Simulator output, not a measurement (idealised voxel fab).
Process module under the name voxel transistor to metal
FYI the section here is cut, 210 nm wide, cells are 5 nm squares.
Notation: cross-section as square-cell grid; stated in bands, top first, going down; one or more cell rows per band.
Quick guide to a band line: top height, bottom height (nm) up front; then every material left to right with its width in nm. Only one material and it's marked "all across"? Then it fills the band edge to edge. And "empty" just means empty space.
Height reference: 0 = level under which incoming wafer is all one material. Lowest band: no bottom, runs on downward, e.g. "0 -> down".
A width given as "30->40" starts at the first number in the band's top row and ends at the second number in its bottom row, shifting by an equal amount at every step from row to row.
Take "remained unchanged" at face value: in the step it is given for, the cross-section changed in none of its cells.
The entry "Closed void roster" lists the empty spaces that cover at least 8 cells and have no open path to the top. Each is written as width x height at distance, where the distance is measured from the left edge and all three values are in nm.
Text after the settings on a step's line: the simulator's own remark on that step.
Regarding "overlay nm": on a step with a mask, it is the distance the mask lay to the right of its planned place; a negative value places it to the left.

So here's the lineup of process steps we planned:
| 1 | RECEIVE (material Si) |
| 2 | CONFORMAL_DEP (material SiO2; thk nm 5) |
| 3 | CONFORMAL_DEP (material SiN; thk nm 15) |
| 4 | MASKED_ETCH (tone cover; mask id ACTIVE; width nm 120; etch materials SiN; depth nm 15; overlay nm 0) |
| 5 | MASKED_ETCH (tone cover; mask id ACTIVE; width nm 120; etch materials SiO2; depth nm 5; overlay nm 0) |
| 6 | MASKED_ETCH (tone cover; mask id ACTIVE; width nm 120; etch materials Si; depth nm 35; overlay nm 0) |
| 7 | FILL_DEP (material SiO2; thk nm 10) |
| 8 | CMP (height nm 20) |
| 9 | SELECTIVE_ETCH (etch materials SiO2; depth nm 5) |
| 10 | STRIP (etch materials SiN) |
| 11 | SELECTIVE_ETCH (etch materials SiO2; depth nm 5) |
| 12 | OXIDIZE (depth nm 5) |
| 13 | DIRECTIONAL_DEP (material polySi; thk nm 25) |
| 14 | DIRECTIONAL_DEP (material SiCN; thk nm 15) |
| 15 | MASKED_ETCH (tone cover; mask id GATE; width nm 30; etch materials SiCN; depth nm 25; overlay nm 0) |
| 16 | MASKED_ETCH (tone cover; mask id GATE; width nm 30; etch materials polySi; depth nm 35; overlay nm 0) |
| 17 | CONFORMAL_DEP (material SiN; thk nm 10) |
| 18 | DIRECTIONAL_ETCH (etch materials SiN; depth nm 10) |
| 19 | DIRECTIONAL_ETCH (etch materials SiO2; depth nm 5) |
| 20 | EPI (material SiGe; thk nm 5) |
| 21 | FILL_DEP (material SiO2; thk nm 10) |
| 22 | CMP (height nm 25) |
| 23 | STRIP (etch materials polySi) |
| 24 | SELECTIVE_ETCH (etch materials SiO2; depth nm 5) |
| 25 | CONFORMAL_DEP (material HfO2; thk nm 5) |
| 26 | CONFORMAL_DEP (material TiN; thk nm 5) |
| 27 | FILL_DEP (material W; thk nm 10) |
| 28 | CMP (height nm 20) |
| 29 | DIRECTIONAL_DEP (material SiO2; thk nm 15) |
| 30 | PATTERN (tone open; mask id CONTACT; material resist; width nm 15; pitch nm 85; thk nm 15; overlay nm 0) |
| 31 | DIRECTIONAL_ETCH (etch materials SiO2; depth nm 35) |
| 32 | STRIP (etch materials resist) |
| 33 | CONFORMAL_DEP (material TiN; thk nm 5) |
| 34 | FILL_DEP (material W; thk nm 5) |
| 35 | CMP (height nm 35) |
| 36 | CONFORMAL_DEP (material SiCN; thk nm 5) |
| 37 | DIRECTIONAL_DEP (material SiO2; thk nm 15) |
| 38 | MASKED_ETCH (tone open; mask id METAL_1; width nm 15; pitch nm 85; etch materials SiO2; depth nm 15; overlay nm 0) |
| 39 | MASKED_ETCH (tone open; mask id METAL_1; width nm 15; pitch nm 85; etch materials SiCN; depth nm 5; overlay nm 0) |
| 40 | CONFORMAL_DEP (material TiN; thk nm 5) |
| 41 | FILL_DEP (material Cu; thk nm 10) |
| 42 | CMP (height nm 55) |
| 43 | CONFORMAL_DEP (material SiCN; thk nm 5) |
| 44 | DIRECTIONAL_DEP (material SiO2; thk nm 30) |
| 45 | DIRECTIONAL_DEP (material aC; thk nm 15) |
| 46 | PATTERN (tone open; mask id METAL_2; material resist; width nm 15; pitch nm 85; thk nm 35; overlay nm 0) |
| 47 | DIRECTIONAL_ETCH (etch materials aC; depth nm 15) |
| 48 | STRIP (etch materials resist) |
| 49 | DIRECTIONAL_ETCH (etch materials SiO2; depth nm 15) |
| 50 | STRIP (etch materials aC) |
| 51 | PATTERN (tone open; mask id METAL_2_HOLES; material resist; width nm 15; pitch nm 85; thk nm 20; overlay nm 0) |
| 52 | DIRECTIONAL_ETCH (etch materials SiO2; depth nm 15) |
| 53 | DIRECTIONAL_ETCH (etch materials SiCN; depth nm 5) |
| 54 | STRIP (etch materials resist) |
| 55 | CONFORMAL_DEP (material TiN; thk nm 5) |
| 56 | FILL_DEP (material Cu; thk nm 10) |
| 57 | CMP (height nm 90) |
| 58 | CONFORMAL_DEP (material SiN; thk nm 5) |

Step 1 complete: cross-section of the wafer as received:
    0 -> down | Si all across
    Closed void roster: none

Cross-sectional result after module completion. Note: starting condition and plan are unchanged from above; one processing mistake was made:
    95 -> 90 | SiN all across
    90 -> 60 | SiO2 55, then TiN 5, then Cu 5, then TiN 5, then SiO2 70, then TiN 5, then Cu 5, then TiN 5, then SiO2 55
    60 -> 55 | SiCN 55, then TiN 15, then SiCN 70, then TiN 15, then SiCN 55
    55 -> 40 | SiO2 55, then TiN 5, then Cu 5, then TiN 5, then SiO2 70, then TiN 5, then Cu 5, then TiN 5, then SiO2 55
    40 -> 35 | SiCN 55, then TiN 15, then SiCN 70, then TiN 15, then SiCN 55
    35 -> 30 | W all across
    30 -> 25 | TiN 60, then W 5, then TiN 80, then W 5, then TiN 60
    25 -> 20 | SiO2 55, then TiN 5, then W 5, then TiN 5, then SiO2 70, then TiN 5, then W 5, then TiN 5, then SiO2 55
    20 -> 10 | SiO2 55, then TiN 5, then W 5, then TiN 5, then SiO2 10, then SiN 10, then HfO2 5, then TiN 5, then W 10, then TiN 5, then HfO2 5, then SiN 10, then SiO2 10, then TiN 5, then W 5, then TiN 5, then SiO2 55
    10 -> 5 | SiO2 40, then SiN 10, then SiO2 5, then TiN 5, then W 5, then TiN 5, then SiO2 10, then SiN 10, then HfO2 5, then TiN 5, then W 10, then TiN 5, then HfO2 5, then SiN 10, then SiO2 10, then TiN 5, then W 5, then TiN 5, then SiO2 5, then SiN 10, then SiO2 40
    5 -> 0 | SiO2 40, then SiN 10, then SiO2 5, then TiN 15, then SiO2 10, then SiN 10, then HfO2 5, then TiN 20, then HfO2 5, then SiN 10, then SiO2 10, then TiN 15, then SiO2 5, then SiN 10, then SiO2 40
    0 -> -5 | SiO2 50, then SiGe 30, then SiO2 5, then HfO2 40, then SiO2 5, then SiGe 30, then SiO2 50
    -5 -> -35 | SiO2 45, then Si 120, then SiO2 45
    -35 -> down | Si all across
    Closed void roster: none
Error vs. plan: step 29 deviated from plan and actually ran as DIRECTIONAL_DEP (material SiO2; thk nm 5)
